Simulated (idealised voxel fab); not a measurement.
Module name: voxel wiring stack (process module)
Displayed cross-section: cut, width of 200 nm, square cells sized 5 nm.
This document writes a cross-section as a grid whose cells are square, and gives it as bands, listed from the top down; one or more rows of cells form a band.
The band entry comprises the height of the band's top followed by the height of its bottom, expressed in nm, and subsequently the band's materials from left to right, each stated together with its width in nm. Where a single material is marked with the word "all across", that material fills the band from edge to edge. The word "empty" represents empty space.
Counting heights begins at 0, where everything beneath is, in the wafer as received, one material. The lowest band has no bottom; it goes on downwards, as "0 down" shows.
The notation "30 to 40" denotes a width that varies across the rows of cells in the band, beginning at the first number in the top row, finishing at the second number in the bottom row, and changing by an identical amount from each row to the next.
"no change" after a step means that no cell of the cross-section changed.
Listed in "Closed empty spaces": every empty space of 8 or more cells without an open way to the top. Form: width x height at distance, the distance being from the left edge, all in nm.
Anything after a step's settings on that line? It's the simulator's own note about the step.
On any step carrying a mask, the "overlay nm" setting, if present on the step's line, tells how far right of its planned place the mask lay; negative values point to the left.
Intended process steps:
- 1: RECEIVE,material Si
- 2: CONFORMAL_DEP,material SiO2,thk nm 10
- 3: DIRECTIONAL_DEP,material TiN,thk nm 5
- 4: DIRECTIONAL_DEP,material Ru,thk nm 25
- 5: PATTERN,tone cover,mask id METAL_1,material resist,width nm 30,pitch nm 45,thk nm 20,overlay nm 0
- 6: DIRECTIONAL_ETCH,etch materials Ru,depth nm 25
- 7: DIRECTIONAL_ETCH,etch materials TiN,depth nm 5
- 8: STRIP,etch materials resist
- 9: FILL_DEP,material SiO2,thk nm 10
- 10: CMP,height nm 40
- 11: CONFORMAL_DEP,material SiCN,thk nm 5
- 12: DIRECTIONAL_DEP,material lowk,thk nm 10
- 13: PATTERN,tone open,mask id PLUG_1,material resist,width nm 15,pitch nm 45,thk nm 15,overlay nm 0
- 14: DIRECTIONAL_ETCH,etch materials lowk,depth nm 10
- 15: DIRECTIONAL_ETCH,etch materials SiCN,depth nm 5
- 16: STRIP,etch materials resist
- 17: CONFORMAL_DEP,material TiN,thk nm 5
- 18: FILL_DEP,material Cu,thk nm 5
- 19: CMP,height nm 55
- 20: CONFORMAL_DEP,material SiCN,thk nm 5
- 21: DIRECTIONAL_DEP,material lowk,thk nm 25
- 22: PATTERN,tone open,mask id METAL_2,material resist,width nm 30,pitch nm 45,thk nm 15,overlay nm 0
- 23: DIRECTIONAL_ETCH,etch materials lowk,depth nm 25
- 24: DIRECTIONAL_ETCH,etch materials SiCN,depth nm 5
- 25: STRIP,etch materials resist
- 26: CONFORMAL_DEP,material TiN,thk nm 5
- 27: FILL_DEP,material Ru,thk nm 10
- 28: CMP,height nm 85
- 29: EPI,material Ru,thk nm 5
- 30: FILL_DEP,material SiCN,thk nm 5
Shown in cross-section is the wafer as received, that is, as it stands after step 1:
* 0 down | Si all across
* Closed empty spaces: none
End state of the module in cross-section, given the above starting point and plan and one mistake in execution:
* 95 to 90 | SiCN all across
* 90 to 85 | SiCN: 35 | Ru: 15 | SiCN: 10 | Ru: 15 | SiCN: 5 | Ru: 15 | SiCN: 10 | Ru: 15 | SiCN: 5 | Ru: 15 | SiCN: 10 | Ru: 15 | SiCN: 35
* 85 to 60 | lowk: 40 | TiN: 5 | lowk: 20 | TiN: 5 | lowk: 15 | TiN: 5 | lowk: 20 | TiN: 5 | lowk: 15 | TiN: 5 | lowk: 20 | TiN: 5 | lowk: 40
* 60 to 55 | SiCN: 40 | TiN: 30 | SiCN: 15 | TiN: 30 | SiCN: 15 | TiN: 30 | SiCN: 40
* 55 to 45 | lowk: 40 | TiN: 5 | Cu: 5 | TiN: 5 | lowk: 30 | TiN: 5 | Cu: 5 | TiN: 5 | lowk: 30 | TiN: 5 | Cu: 5 | TiN: 5 | lowk: 55
* 45 to 40 | SiCN: 40 | TiN: 15 | SiCN: 30 | TiN: 15 | SiCN: 30 | TiN: 15 | SiCN: 55
* 40 to 15 | SiO2: 40 | Ru: 30 | SiO2: 15 | Ru: 30 | SiO2: 15 | Ru: 30 | SiO2: 40
* 15 to 10 | SiO2: 40 | TiN: 30 | SiO2: 15 | TiN: 30 | SiO2: 15 | TiN: 30 | SiO2: 40
* 10 to 0 | SiO2 all across
* 0 down | Si all across
* Closed empty spaces: none
Which mistake was made when the wafer was run? planned and actual differ for step 27; actual: FILL_DEP,material lowk,thk nm 10
